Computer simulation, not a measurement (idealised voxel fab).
process module | voxel wiring stack
cross-section cut | 180 nm wide | cells 5 nm
A cross-section is a grid of square cells, given in bands from the top down. A band is one or more rows of cells.
Each band's line starts with the height of the band's top and of its bottom, in nm. Then come its materials from left to right, each with its width in nm. One material with "throughout" fills the band from edge to edge. "air" is empty space.
Height 0 is the level under which the wafer as received is all one material. The lowest band goes on downwards, as in "0 down".
A width such as "30 to 40" changes by the same amount from each row of cells to the next, from the band's top row to its bottom row.
"no change" after a step means that no cell of the cross-section changed.
closed voids: empty space of 8 cells or more with no open way to the top, each as width x height at its distance from the left edge, in nm
after a step's settings: what the simulator itself notes on the step
overlay nm, on a step with a mask: how far to the right of its planned place the mask lay; to the left if negative
Each pair below shows a cross-section before one step and the cross-section after it, down to the lowest band that changed. The line under each pair gives the step between them, with its settings. The pairs can come from different runs of this module on the same starting wafer, so a pair continues from the pair above only where its "before" says so.
before
  65 to 55: Cu throughout
  55 to 50: TiN 35 | Cu 5 | TiN 95 | Cu 5 | TiN 40
  50 to 35: lowk 30 | TiN 5 | Cu 5 | TiN 5 | lowk 85 | TiN 5 | Cu 5 | TiN 5 | lowk 35
  35 to 30: SiCN 30 | TiN 15 | SiCN 85 | TiN 15 | SiCN 35
  30 to 15: SiO2 30 | Ru 25 | SiO2 25 | Ru 25 | SiO2 25 | Ru 25 | SiO2 25
  15 to 10: SiO2 30 | TiN 25 | SiO2 25 | TiN 25 | SiO2 25 | TiN 25 | SiO2 25
  10 to 0: SiO2 throughout
  0 down: Si throughout
  closed voids: none
after
  50 to 35: lowk 30 | TiN 5 | Cu 5 | TiN 5 | lowk 85 | TiN 5 | Cu 5 | TiN 5 | lowk 35
  below 35: unchanged
  closed voids: none
the step between: op CMP | height nm 50
before: the cross-section after the pair above
after
  55 to 50: SiCN throughout
  below 50: unchanged
  closed voids: none
the step between: op CONFORMAL_DEP | material SiCN | thk nm 5
before: the cross-section after the pair above
after
  70 to 55: SiO2 throughout
  below 55: unchanged
  closed voids: none
the step between: op DIRECTIONAL_DEP | material SiO2 | thk nm 15
before: the cross-section after the pair above
after
  70 to 55: SiO2 30 | air 20 | SiO2 30 | air 20 | SiO2 30 | air 20 | SiO2 30
  below 55: unchanged
  closed voids: none
the step between: op MASKED_ETCH | tone open | mask id METAL_2 | width nm 20 | pitch nm 50 | etch materials SiO2 | depth nm 15 | overlay nm 0
before: the cross-section after the pair above
after
  70 to 55: SiO2 30 | air 20 | SiO2 30 | air 20 | SiO2 30 | air 20 | SiO2 30
  55 to 50: SiCN 30 | air 20 | SiCN 30 | air 20 | SiCN 30 | air 20 | SiCN 30
  below 50: unchanged
  closed voids: none
the step between: op MASKED_ETCH | tone open | mask id METAL_2 | width nm 20 | pitch nm 50 | etch materials SiCN | depth nm 5 | overlay nm 0
before: the cross-section after the pair above
after
  75 to 70: TiN 35 | air 10 | TiN 40 | air 10 | TiN 40 | air 10 | TiN 35
  70 to 55: SiO2 30 | TiN 5 | air 10 | TiN 5 | SiO2 30 | TiN 5 | air 10 | TiN 5 | SiO2 30 | TiN 5 | air 10 | TiN 5 | SiO2 30
  55 to 50: SiCN 30 | TiN 20 | SiCN 30 | TiN 20 | SiCN 30 | TiN 20 | SiCN 30
  below 50: unchanged
  closed voids: none
the step between: op CONFORMAL_DEP | material TiN | thk nm 5
before: the cross-section after the pair above
after
  80 to 75: Ru throughout
  75 to 70: TiN 35 | Ru 10 | TiN 40 | Ru 10 | TiN 40 | Ru 10 | TiN 35
  70 to 55: SiO2 30 | TiN 5 | Ru 10 | TiN 5 | SiO2 30 | TiN 5 | Ru 10 | TiN 5 | SiO2 30 | TiN 5 | Ru 10 | TiN 5 | SiO2 30
  below 55: unchanged
  closed voids: none
the step between: op FILL_DEP | material Ru | thk nm 5
before: the cross-section after the pair above
after
  70 to 55: SiO2 30 | TiN 5 | Ru 10 | TiN 5 | SiO2 30 | TiN 5 | Ru 10 | TiN 5 | SiO2 30 | TiN 5 | Ru 10 | TiN 5 | SiO2 30
  below 55: unchanged
  closed voids: none
the step between: op CMP | height nm 70
before: the cross-section after the pair above
after
  75 to 70: SiCN throughout
  below 70: unchanged
  closed voids: none
the step between: op CONFORMAL_DEP | material SiCN | thk nm 5
before: the cross-section after the pair above
after
  90 to 75: SiO2 throughout
  below 75: unchanged
  closed voids: none
the step between: op DIRECTIONAL_DEP | material SiO2 | thk nm 15
before: the cross-section after the pair above
after
  90 to 75: SiO2 30 | air 15 | SiO2 85 | air 15 | SiO2 35
  below 75: unchanged
  closed voids: none
the step between: op MASKED_ETCH | tone open | mask id PLUG_2 | width nm 15 | pitch nm 100 | etch materials SiO2 | depth nm 15 | overlay nm 0
before: the cross-section after the pair above
after
  90 to 75: SiO2 30 | air 15 | SiO2 85 | air 15 | SiO2 35
  75 to 70: SiCN 30 | air 15 | SiCN 85 | air 15 | SiCN 35
  below 70: unchanged
  closed voids: none
the step between: op MASKED_ETCH | tone open | mask id PLUG_2 | width nm 15 | pitch nm 100 | etch materials SiCN | depth nm 5 | overlay nm 0
before: the cross-section after the pair above
after
  90 to 80: SiO2 30 | air 15 | SiO2 85 | air 15 | SiO2 35
  80 to 75: SiO2 30 | Ru 15 | SiO2 85 | Ru 15 | SiO2 35
  75 to 70: SiCN 30 | Ru 15 | SiCN 85 | Ru 15 | SiCN 35
  below 70: unchanged
  closed voids: none
the step between: op EPI | material Ru | thk nm 10
before: the cross-section after the pair above
after
  90 to 75: SiO2 30 | Ru 15 | SiO2 85 | Ru 15 | SiO2 35
  below 75: unchanged
  closed voids: none
the step between: op EPI | material Ru | thk nm 10
before: the cross-section after the pair above
after
  95 to 90: SiN throughout
  below 90: unchanged
  closed voids: none
the step between: op CONFORMAL_DEP | material SiN | thk nm 5
before: the cross-section after the pair above
after
  110 to 95: lowk throughout
  below 95: unchanged
  closed voids: none
the step between: op DIRECTIONAL_DEP | material lowk | thk nm 15
before: the cross-section after the pair above
after
  110 to 95: lowk 30 | air 20 | lowk 30 | air 20 | lowk 30 | air 20 | lowk 30
  below 95: unchanged
  closed voids: none
the step between: op MASKED_ETCH | tone open | mask id METAL_3 | width nm 20 | pitch nm 50 | etch materials lowk | depth nm 15 | overlay nm 0
before: the cross-section after the pair above
after
  110 to 95: lowk 30 | air 20 | lowk 30 | air 20 | lowk 30 | air 20 | lowk 30
  95 to 90: SiN 30 | air 20 | SiN 30 | air 20 | SiN 30 | air 20 | SiN 30
  below 90: unchanged
  closed voids: none
the step between: op MASKED_ETCH | tone open | mask id METAL_3 | width nm 20 | pitch nm 50 | etch materials SiN | depth nm 5 | overlay nm 0
before: the cross-section after the pair above
after
  115 to 110: TiN 35 | air 10 | TiN 40 | air 10 | TiN 40 | air 10 | TiN 35
  110 to 95: lowk 30 | TiN 5 | air 10 | TiN 5 | lowk 30 | TiN 5 | air 10 | TiN 5 | lowk 30 | TiN 5 | air 10 | TiN 5 | lowk 30
  95 to 90: SiN 30 | TiN 20 | SiN 30 | TiN 20 | SiN 30 | TiN 20 | SiN 30
  below 90: unchanged
  closed voids: none
the step between: op CONFORMAL_DEP | material TiN | thk nm 5
before: the cross-section after the pair above
after
  125 to 115: Cu throughout
  115 to 110: TiN 35 | Cu 10 | TiN 40 | Cu 10 | TiN 40 | Cu 10 | TiN 35
  110 to 95: lowk 30 | TiN 5 | Cu 10 | TiN 5 | lowk 30 | TiN 5 | Cu 10 | TiN 5 | lowk 30 | TiN 5 | Cu 10 | TiN 5 | lowk 30
  below 95: unchanged
  closed voids: none
the step between: op FILL_DEP | material Cu | thk nm 10
before: the cross-section after the pair above
after
  110 to 95: lowk 30 | TiN 5 | Cu 10 | TiN 5 | lowk 30 | TiN 5 | Cu 10 | TiN 5 | lowk 30 | TiN 5 | Cu 10 | TiN 5 | lowk 30
  below 95: unchanged
  closed voids: none
the step between: op CMP | height nm 110
before: the cross-section after the pair above
after
  115 to 110: air 25 | Ru 30 | air 20 | Ru 30 | air 20 | Ru 30 | air 25
  below 110: unchanged
  closed voids: none
the step between: op EPI | material Ru | thk nm 5
before: the cross-section after the pair above
after
  120 to 115: SiCN throughout
  115 to 110: SiCN 25 | Ru 30 | SiCN 20 | Ru 30 | SiCN 20 | Ru 30 | SiCN 25
  below 110: unchanged
  closed voids: none
the step between: op FILL_DEP | material SiCN | thk nm 5
before: the cross-section after the pair above
after
  145 to 120: SiO2 throughout
  below 120: unchanged
  closed voids: none
the step between: op DIRECTIONAL_DEP | material SiO2 | thk nm 25
before: the cross-section after the pair above
after
  145 to 130: SiO2 30 | air 20 | SiO2 30 | air 20 | SiO2 30 | air 20 | SiO2 30
  below 130: unchanged
  closed voids: none
the step between: op MASKED_ETCH | tone open | mask id METAL_4 | width nm 20 | pitch nm 50 | etch materials SiO2 | depth nm 15 | overlay nm 0
before: the cross-section after the pair above
after
  145 to 130: SiO2 30 | air 20 | SiO2 30 | air 20 | SiO2 30 | air 20 | SiO2 30
  130 to 120: SiO2 30 | air 15 | SiO2 35 | air 15 | SiO2 35 | air 15 | SiO2 35
  below 120: unchanged
  closed voids: none
the step between: op MASKED_ETCH | tone open | mask id METAL_4_HOLES | width nm 15 | pitch nm 50 | etch materials SiO2 | depth nm 10 | overlay nm 0
before: the cross-section after the pair above
after
  145 to 130: SiO2 30 | air 20 | SiO2 30 | air 20 | SiO2 30 | air 20 | SiO2 30
  130 to 120: SiO2 30 | air 15 | SiO2 35 | air 15 | SiO2 35 | air 15 | SiO2 35
  120 to 115: SiCN 30 | air 15 | SiCN 35 | air 15 | SiCN 35 | air 15 | SiCN 35
  below 115: unchanged
  closed voids: none
the step between: op MASKED_ETCH | tone open | mask id METAL_4_HOLES | width nm 15 | pitch nm 50 | etch materials SiCN | depth nm 5 | overlay nm 0
before: the cross-section after the pair above
after
  150 to 145: TiN 35 | air 10 | TiN 40 | air 10 | TiN 40 | air 10 | TiN 35
  145 to 135: SiO2 30 | TiN 5 | air 10 | TiN 5 | SiO2 30 | TiN 5 | air 10 | TiN 5 | SiO2 30 | TiN 5 | air 10 | TiN 5 | SiO2 30
  135 to 130: SiO2 30 | TiN 5 | air 5 | TiN 10 | SiO2 30 | TiN 5 | air 5 | TiN 10 | SiO2 30 | TiN 5 | air 5 | TiN 10 | SiO2 30
  130 to 120: SiO2 30 | TiN 5 | air 5 | TiN 5 | SiO2 35 | TiN 5 | air 5 | TiN 5 | SiO2 35 | TiN 5 | air 5 | TiN 5 | SiO2 35
  120 to 115: SiCN 30 | TiN 15 | SiCN 35 | TiN 15 | SiCN 35 | TiN 15 | SiCN 35
  below 115: unchanged
  closed voids: none
the step between: op CONFORMAL_DEP | material TiN | thk nm 5
before: the cross-section after the pair above
after
  160 to 150: Cu throughout
  150 to 145: TiN 35 | Cu 10 | TiN 40 | Cu 10 | TiN 40 | Cu 10 | TiN 35
  145 to 135: SiO2 30 | TiN 5 | Cu 10 | TiN 5 | SiO2 30 | TiN 5 | Cu 10 | TiN 5 | SiO2 30 | TiN 5 | Cu 10 | TiN 5 | SiO2 30
  135 to 130: SiO2 30 | TiN 5 | Cu 5 | TiN 10 | SiO2 30 | TiN 5 | Cu 5 | TiN 10 | SiO2 30 | TiN 5 | Cu 5 | TiN 10 | SiO2 30
  130 to 120: SiO2 30 | TiN 5 | Cu 5 | TiN 5 | SiO2 35 | TiN 5 | Cu 5 | TiN 5 | SiO2 35 | TiN 5 | Cu 5 | TiN 5 | SiO2 35
  below 120: unchanged
  closed voids: none
the step between: op FILL_DEP | material Cu | thk nm 10
before: the cross-section after the pair above
after
  145 to 135: SiO2 30 | TiN 5 | Cu 10 | TiN 5 | SiO2 30 | TiN 5 | Cu 10 | TiN 5 | SiO2 30 | TiN 5 | Cu 10 | TiN 5 | SiO2 30
  below 135: unchanged
  closed voids: none
the step between: op CMP | height nm 145
before: the cross-section after the pair above
after
  150 to 145: SiN throughout
  below 145: unchanged
  closed voids: none
the step between: op CONFORMAL_DEP | material SiN | thk nm 5
before
  70 to 55: SiO2 throughout
  55 to 50: SiCN throughout
  50 to 35: lowk 30 | TiN 5 | Cu 5 | TiN 5 | lowk 85 | TiN 5 | Cu 5 | TiN 5 | lowk 35
  35 to 30: SiCN 30 | TiN 15 | SiCN 85 | TiN 15 | SiCN 35
  30 to 15: SiO2 30 | Ru 20 | SiO2 30 | Ru 20 | SiO2 30 | Ru 20 | SiO2 30
  15 to 10: SiO2 30 | TiN 20 | SiO2 30 | TiN 20 | SiO2 30 | TiN 20 | SiO2 30
  10 to 0: SiO2 throughout
  0 down: Si throughout
  closed voids: none
after
  70 to 55: SiO2 25 | air 20 | SiO2 30 | air 20 | SiO2 30 | air 20 | SiO2 35
  below 55: unchanged
  closed voids: none
the step between: op MASKED_ETCH | tone open | mask id METAL_2 | width nm 20 | pitch nm 50 | etch materials SiO2 | depth nm 15 | overlay nm -5
before: the cross-section after the pair above
after
  70 to 55: SiO2 25 | air 20 | SiO2 30 | air 20 | SiO2 30 | air 20 | SiO2 35
  55 to 50: SiCN 30 | air 15 | SiCN 35 | air 15 | SiCN 35 | air 15 | SiCN 35
  below 50: unchanged
  closed voids: none
the step between: op MASKED_ETCH | tone open | mask id METAL_2 | width nm 20 | pitch nm 50 | etch materials SiCN | depth nm 5 | overlay nm 0
before: the cross-section after the pair above
after
  75 to 70: TiN 30 | air 10 | TiN 40 | air 10 | TiN 40 | air 10 | TiN 40
  70 to 60: SiO2 25 | TiN 5 | air 10 | TiN 5 | SiO2 30 | TiN 5 | air 10 | TiN 5 | SiO2 30 | TiN 5 | air 10 | TiN 5 | SiO2 35
  60 to 55: SiO2 25 | TiN 10 | air 5 | TiN 5 | SiO2 30 | TiN 10 | air 5 | TiN 5 | SiO2 30 | TiN 10 | air 5 | TiN 5 | SiO2 35
  55 to 50: SiCN 30 | TiN 15 | SiCN 35 | TiN 15 | SiCN 35 | TiN 15 | SiCN 35
  below 50: unchanged
  closed voids: none
the step between: op CONFORMAL_DEP | material TiN | thk nm 5
before: the cross-section after the pair above
after
  80 to 75: Ru throughout
  75 to 70: TiN 30 | Ru 10 | TiN 40 | Ru 10 | TiN 40 | Ru 10 | TiN 40
  70 to 60: SiO2 25 | TiN 5 | Ru 10 | TiN 5 | SiO2 30 | TiN 5 | Ru 10 | TiN 5 | SiO2 30 | TiN 5 | Ru 10 | TiN 5 | SiO2 35
  60 to 55: SiO2 25 | TiN 10 | Ru 5 | TiN 5 | SiO2 30 | TiN 10 | Ru 5 | TiN 5 | SiO2 30 | TiN 10 | Ru 5 | TiN 5 | SiO2 35
  below 55: unchanged
  closed voids: none
the step between: op FILL_DEP | material Ru | thk nm 5
before: the cross-section after the pair above
after
  70 to 60: SiO2 25 | TiN 5 | Ru 10 | TiN 5 | SiO2 30 | TiN 5 | Ru 10 | TiN 5 | SiO2 30 | TiN 5 | Ru 10 | TiN 5 | SiO2 35
  below 60: unchanged
  closed voids: none
the step between: op CMP | height nm 70
before: the cross-section after the pair above
after
  75 to 70: SiCN throughout
  below 70: unchanged
  closed voids: none
the step between: op CONFORMAL_DEP | material SiCN | thk nm 5
before: the cross-section after the pair above
after
  90 to 75: SiO2 throughout
  below 75: unchanged
  closed voids: none
the step between: op DIRECTIONAL_DEP | material SiO2 | thk nm 15
before: the cross-section after the pair above
after
  90 to 75: SiO2 30 | air 15 | SiO2 85 | air 15 | SiO2 35
  below 75: unchanged
  closed voids: none
the step between: op MASKED_ETCH | tone open | mask id PLUG_2 | width nm 15 | pitch nm 100 | etch materials SiO2 | depth nm 15 | overlay nm 0
before: the cross-section after the pair above
after
  90 to 75: SiO2 30 | air 15 | SiO2 85 | air 15 | SiO2 35
  75 to 70: SiCN 30 | air 15 | SiCN 85 | air 15 | SiCN 35
  below 70: unchanged
  closed voids: none
the step between: op MASKED_ETCH | tone open | mask id PLUG_2 | width nm 15 | pitch nm 100 | etch materials SiCN | depth nm 5 | overlay nm 0
before: the cross-section after the pair above
after
  90 to 80: SiO2 30 | air 15 | SiO2 85 | air 15 | SiO2 35
  80 to 75: SiO2 30 | Ru 15 | SiO2 85 | Ru 15 | SiO2 35
  75 to 70: SiCN 30 | Ru 15 | SiCN 85 | Ru 15 | SiCN 35
  below 70: unchanged
  closed voids: none
the step between: op EPI | material Ru | thk nm 10
before: the cross-section after the pair above
after
  90 to 75: SiO2 30 | Ru 15 | SiO2 85 | Ru 15 | SiO2 35
  below 75: unchanged
  closed voids: none
the step between: op EPI | material Ru | thk nm 10
before: the cross-section after the pair above
after
  95 to 90: SiN throughout
  below 90: unchanged
  closed voids: none
the step between: op CONFORMAL_DEP | material SiN | thk nm 5
before: the cross-section after the pair above
after
  110 to 95: lowk throughout
  below 95: unchanged
  closed voids: none
the step between: op DIRECTIONAL_DEP | material lowk | thk nm 15
before: the cross-section after the pair above
after
  110 to 95: lowk 30 | air 20 | lowk 30 | air 20 | lowk 30 | air 20 | lowk 30
  below 95: unchanged
  closed voids: none
the step between: op MASKED_ETCH | tone open | mask id METAL_3 | width nm 20 | pitch nm 50 | etch materials lowk | depth nm 15 | overlay nm 0
before: the cross-section after the pair above
after
  110 to 95: lowk 30 | air 20 | lowk 30 | air 20 | lowk 30 | air 20 | lowk 30
  95 to 90: SiN 30 | air 20 | SiN 30 | air 20 | SiN 30 | air 20 | SiN 30
  below 90: unchanged
  closed voids: none
the step between: op MASKED_ETCH | tone open | mask id METAL_3 | width nm 20 | pitch nm 50 | etch materials SiN | depth nm 5 | overlay nm 0
before: the cross-section after the pair above
after
  115 to 110: TiN 35 | air 10 | TiN 40 | air 10 | TiN 40 | air 10 | TiN 35
  110 to 95: lowk 30 | TiN 5 | air 10 | TiN 5 | lowk 30 | TiN 5 | air 10 | TiN 5 | lowk 30 | TiN 5 | air 10 | TiN 5 | lowk 30
  95 to 90: SiN 30 | TiN 20 | SiN 30 | TiN 20 | SiN 30 | TiN 20 | SiN 30
  below 90: unchanged
  closed voids: none
the step between: op CONFORMAL_DEP | material TiN | thk nm 5
before: the cross-section after the pair above
after
  125 to 115: Cu throughout
  115 to 110: TiN 35 | Cu 10 | TiN 40 | Cu 10 | TiN 40 | Cu 10 | TiN 35
  110 to 95: lowk 30 | TiN 5 | Cu 10 | TiN 5 | lowk 30 | TiN 5 | Cu 10 | TiN 5 | lowk 30 | TiN 5 | Cu 10 | TiN 5 | lowk 30
  below 95: unchanged
  closed voids: none
the step between: op FILL_DEP | material Cu | thk nm 10
before: the cross-section after the pair above
after
  110 to 95: lowk 30 | TiN 5 | Cu 10 | TiN 5 | lowk 30 | TiN 5 | Cu 10 | TiN 5 | lowk 30 | TiN 5 | Cu 10 | TiN 5 | lowk 30
  below 95: unchanged
  closed voids: none
the step between: op CMP | height nm 110
before: the cross-section after the pair above
after
  115 to 110: air 25 | Ru 30 | air 20 | Ru 30 | air 20 | Ru 30 | air 25
  below 110: unchanged
  closed voids: none
the step between: op EPI | material Ru | thk nm 5
before: the cross-section after the pair above
after
  120 to 115: SiCN throughout
  115 to 110: SiCN 25 | Ru 30 | SiCN 20 | Ru 30 | SiCN 20 | Ru 30 | SiCN 25
  below 110: unchanged
  closed voids: none
the step between: op FILL_DEP | material SiCN | thk nm 5
before: the cross-section after the pair above
after
  145 to 120: SiO2 throughout
  below 120: unchanged
  closed voids: none
the step between: op DIRECTIONAL_DEP | material SiO2 | thk nm 25
before: the cross-section after the pair above
after
  145 to 130: SiO2 30 | air 20 | SiO2 30 | air 20 | SiO2 30 | air 20 | SiO2 30
  below 130: unchanged
  closed voids: none
the step between: op MASKED_ETCH | tone open | mask id METAL_4 | width nm 20 | pitch nm 50 | etch materials SiO2 | depth nm 15 | overlay nm 0
before: the cross-section after the pair above
after
  145 to 130: SiO2 30 | air 20 | SiO2 30 | air 20 | SiO2 30 | air 20 | SiO2 30
  130 to 120: SiO2 30 | air 15 | SiO2 35 | air 15 | SiO2 35 | air 15 | SiO2 35
  below 120: unchanged
  closed voids: none
the step between: op MASKED_ETCH | tone open | mask id METAL_4_HOLES | width nm 15 | pitch nm 50 | etch materials SiO2 | depth nm 10 | overlay nm 0
before: the cross-section after the pair above
after
  145 to 130: SiO2 30 | air 20 | SiO2 30 | air 20 | SiO2 30 | air 20 | SiO2 30
  130 to 120: SiO2 30 | air 15 | SiO2 35 | air 15 | SiO2 35 | air 15 | SiO2 35
  120 to 115: SiCN 30 | air 15 | SiCN 35 | air 15 | SiCN 35 | air 15 | SiCN 35
  below 115: unchanged
  closed voids: none
the step between: op MASKED_ETCH | tone open | mask id METAL_4_HOLES | width nm 15 | pitch nm 50 | etch materials SiCN | depth nm 5 | overlay nm 0
before: the cross-section after the pair above
after
  150 to 145: TiN 35 | air 10 | TiN 40 | air 10 | TiN 40 | air 10 | TiN 35
  145 to 135: SiO2 30 | TiN 5 | air 10 | TiN 5 | SiO2 30 | TiN 5 | air 10 | TiN 5 | SiO2 30 | TiN 5 | air 10 | TiN 5 | SiO2 30
  135 to 130: SiO2 30 | TiN 5 | air 5 | TiN 10 | SiO2 30 | TiN 5 | air 5 | TiN 10 | SiO2 30 | TiN 5 | air 5 | TiN 10 | SiO2 30
  130 to 120: SiO2 30 | TiN 5 | air 5 | TiN 5 | SiO2 35 | TiN 5 | air 5 | TiN 5 | SiO2 35 | TiN 5 | air 5 | TiN 5 | SiO2 35
  120 to 115: SiCN 30 | TiN 15 | SiCN 35 | TiN 15 | SiCN 35 | TiN 15 | SiCN 35
  below 115: unchanged
  closed voids: none
the step between: op CONFORMAL_DEP | material TiN | thk nm 5
before: the cross-section after the pair above
after
  160 to 150: Cu throughout
  150 to 145: TiN 35 | Cu 10 | TiN 40 | Cu 10 | TiN 40 | Cu 10 | TiN 35
  145 to 135: SiO2 30 | TiN 5 | Cu 10 | TiN 5 | SiO2 30 | TiN 5 | Cu 10 | TiN 5 | SiO2 30 | TiN 5 | Cu 10 | TiN 5 | SiO2 30
  135 to 130: SiO2 30 | TiN 5 | Cu 5 | TiN 10 | SiO2 30 | TiN 5 | Cu 5 | TiN 10 | SiO2 30 | TiN 5 | Cu 5 | TiN 10 | SiO2 30
  130 to 120: SiO2 30 | TiN 5 | Cu 5 | TiN 5 | SiO2 35 | TiN 5 | Cu 5 | TiN 5 | SiO2 35 | TiN 5 | Cu 5 | TiN 5 | SiO2 35
  below 120: unchanged
  closed voids: none
the step between: op FILL_DEP | material Cu | thk nm 10
before: the cross-section after the pair above
after
  145 to 135: SiO2 30 | TiN 5 | Cu 10 | TiN 5 | SiO2 30 | TiN 5 | Cu 10 | TiN 5 | SiO2 30 | TiN 5 | Cu 10 | TiN 5 | SiO2 30
  below 135: unchanged
  closed voids: none
the step between: op CMP | height nm 145
before: the cross-section after the pair above
after
  150 to 145: SiN throughout
  below 145: unchanged
  closed voids: none
the step between: op CONFORMAL_DEP | material SiN | thk nm 5
before
  115 to 110: air 25 | Ru 30 | air 20 | Ru 30 | air 20 | Ru 30 | air 25
  110 to 95: lowk 30 | TiN 5 | Cu 10 | TiN 5 | lowk 30 | TiN 5 | Cu 10 | TiN 5 | lowk 30 | TiN 5 | Cu 10 | TiN 5 | lowk 30
  95 to 90: SiN 30 | TiN 20 | SiN 30 | TiN 20 | SiN 30 | TiN 20 | SiN 30
  90 to 75: SiO2 30 | Ru 15 | SiO2 85 | Ru 15 | SiO2 35
  75 to 70: SiCN 30 | Ru 15 | SiCN 85 | Ru 15 | SiCN 35
  70 to 55: SiO2 30 | TiN 5 | Ru 10 | TiN 5 | SiO2 30 | TiN 5 | Ru 10 | TiN 5 | SiO2 30 | TiN 5 | Ru 10 | TiN 5 | SiO2 30
  55 to 50: SiCN 30 | TiN 20 | SiCN 30 | TiN 20 | SiCN 30 | TiN 20 | SiCN 30
  50 to 35: lowk 30 | TiN 5 | Cu 5 | TiN 5 | lowk 85 | TiN 5 | Cu 5 | TiN 5 | lowk 35
  35 to 30: SiCN 30 | TiN 15 | SiCN 85 | TiN 15 | SiCN 35
  30 to 15: SiO2 30 | Ru 20 | SiO2 30 | Ru 20 | SiO2 30 | Ru 20 | SiO2 30
  15 to 10: SiO2 30 | TiN 20 | SiO2 30 | TiN 20 | SiO2 30 | TiN 20 | SiO2 30
  10 to 0: SiO2 throughout
  0 down: Si throughout
  closed voids: none
after
  120 to 115: SiO2 throughout
  115 to 110: SiO2 25 | Ru 30 | SiO2 20 | Ru 30 | SiO2 20 | Ru 30 | SiO2 25
  below 110: unchanged
  closed voids: none
the step between: op FILL_DEP | material SiO2 | thk nm 5
before: the cross-section after the pair above
after
  145 to 115: SiO2 throughout
  below 115: unchanged
  closed voids: none
the step between: op DIRECTIONAL_DEP | material SiO2 | thk nm 25
before: the cross-section after the pair above
after
  145 to 130: SiO2 30 | air 20 | SiO2 30 | air 20 | SiO2 30 | air 20 | SiO2 30
  below 130: unchanged
  closed voids: none
the step between: op MASKED_ETCH | tone open | mask id METAL_4 | width nm 20 | pitch nm 50 | etch materials SiO2 | depth nm 15 | overlay nm 0
before: the cross-section after the pair above
after
  145 to 130: SiO2 30 | air 20 | SiO2 30 | air 20 | SiO2 30 | air 20 | SiO2 30
  130 to 120: SiO2 30 | air 15 | SiO2 35 | air 15 | SiO2 35 | air 15 | SiO2 35
  below 120: unchanged
  closed voids: none
the step between: op MASKED_ETCH | tone open | mask id METAL_4_HOLES | width nm 15 | pitch nm 50 | etch materials SiO2 | depth nm 10 | overlay nm 0
before: the cross-section after the pair above
after
  150 to 145: TiN 35 | air 10 | TiN 40 | air 10 | TiN 40 | air 10 | TiN 35
  145 to 135: SiO2 30 | TiN 5 | air 10 | TiN 5 | SiO2 30 | TiN 5 | air 10 | TiN 5 | SiO2 30 | TiN 5 | air 10 | TiN 5 | SiO2 30
  135 to 125: SiO2 30 | TiN 5 | air 5 | TiN 10 to 5 | SiO2 30 to 35 | TiN 5 | air 5 | TiN 10 to 5 | SiO2 30 to 35 | TiN 5 | air 5 | TiN 10 to 5 | SiO2 30 to 35
  125 to 120: SiO2 30 | TiN 15 | SiO2 35 | TiN 15 | SiO2 35 | TiN 15 | SiO2 35
  below 120: unchanged
  closed voids: none
the step between: op CONFORMAL_DEP | material TiN | thk nm 5
before: the cross-section after the pair above
after
  160 to 150: Cu throughout
  150 to 145: TiN 35 | Cu 10 | TiN 40 | Cu 10 | TiN 40 | Cu 10 | TiN 35
  145 to 135: SiO2 30 | TiN 5 | Cu 10 | TiN 5 | SiO2 30 | TiN 5 | Cu 10 | TiN 5 | SiO2 30 | TiN 5 | Cu 10 | TiN 5 | SiO2 30
  135 to 125: SiO2 30 | TiN 5 | Cu 5 | TiN 10 to 5 | SiO2 30 to 35 | TiN 5 | Cu 5 | TiN 10 to 5 | SiO2 30 to 35 | TiN 5 | Cu 5 | TiN 10 to 5 | SiO2 30 to 35
  below 125: unchanged
  closed voids: none
the step between: op FILL_DEP | material Cu | thk nm 10
before: the cross-section after the pair above
after
  145 to 135: SiO2 30 | TiN 5 | Cu 10 | TiN 5 | SiO2 30 | TiN 5 | Cu 10 | TiN 5 | SiO2 30 | TiN 5 | Cu 10 | TiN 5 | SiO2 30
  below 135: unchanged
  closed voids: none
the step between: op CMP | height nm 145
before: the cross-section after the pair above
after
  150 to 145: SiN throughout
  below 145: unchanged
  closed voids: none
the step between: op CONFORMAL_DEP | material SiN | thk nm 5
before
  90 to 75: SiO2 throughout
  75 to 70: SiCN throughout
  70 to 55: SiO2 30 | TiN 5 | Ru 10 | TiN 5 | SiO2 30 | TiN 5 | Ru 10 | TiN 5 | SiO2 30 | TiN 5 | Ru 10 | TiN 5 | SiO2 30
  55 to 50: SiCN 30 | TiN 20 | SiCN 30 | TiN 20 | SiCN 30 | TiN 20 | SiCN 30
  50 to 35: lowk 30 | TiN 5 | Cu 5 | TiN 5 | lowk 85 | TiN 5 | Cu 5 | TiN 5 | lowk 35
  35 to 30: SiCN 30 | TiN 15 | SiCN 85 | TiN 15 | SiCN 35
  30 to 15: SiO2 30 | Ru 20 | SiO2 30 | Ru 20 | SiO2 30 | Ru 20 | SiO2 30
  15 to 10: SiO2 30 | TiN 20 | SiO2 30 | TiN 20 | SiO2 30 | TiN 20 | SiO2 30
  10 to 0: SiO2 throughout
  0 down: Si throughout
  closed voids: none
after
  90 to 75: air 30 | SiO2 15 | air 85 | SiO2 15 | air 35
  below 75: unchanged
  closed voids: none
the step between: op MASKED_ETCH | tone cover | mask id PLUG_2 | width nm 15 | pitch nm 100 | etch materials SiO2 | depth nm 15 | overlay nm 0
before: the cross-section after the pair above
after
  95 to 90: air 25 | SiN 25 | air 75 | SiN 25 | air 30
  90 to 80: air 25 | SiN 5 | SiO2 15 | SiN 5 | air 75 | SiN 5 | SiO2 15 | SiN 5 | air 30
  80 to 75: SiN 30 | SiO2 15 | SiN 85 | SiO2 15 | SiN 35
  below 75: unchanged
  closed voids: none
the step between: op CONFORMAL_DEP | material SiN | thk nm 5
before: the cross-section after the pair above
after
  110 to 95: air 25 | lowk 25 | air 75 | lowk 25 | air 30
  95 to 90: lowk 25 | SiN 25 | lowk 75 | SiN 25 | lowk 30
  90 to 80: lowk 25 | SiN 5 | SiO2 15 | SiN 5 | lowk 75 | SiN 5 | SiO2 15 | SiN 5 | lowk 30
  below 80: unchanged
  closed voids: none
the step between: op DIRECTIONAL_DEP | material lowk | thk nm 15
before: the cross-section after the pair above
after
  110 to 95: air 25 | lowk 5 | air 95 | lowk 5 | air 50
  95 to 90: lowk 25 | SiN 25 | lowk 30 | air 20 | lowk 25 | SiN 25 | lowk 30
  90 to 80: lowk 25 | SiN 5 | SiO2 15 | SiN 5 | lowk 30 | air 20 | lowk 25 | SiN 5 | SiO2 15 | SiN 5 | lowk 30
  below 80: unchanged
  closed voids: none
the step between: op MASKED_ETCH | tone open | mask id METAL_3 | width nm 20 | pitch nm 50 | etch materials lowk | depth nm 15 | overlay nm 0
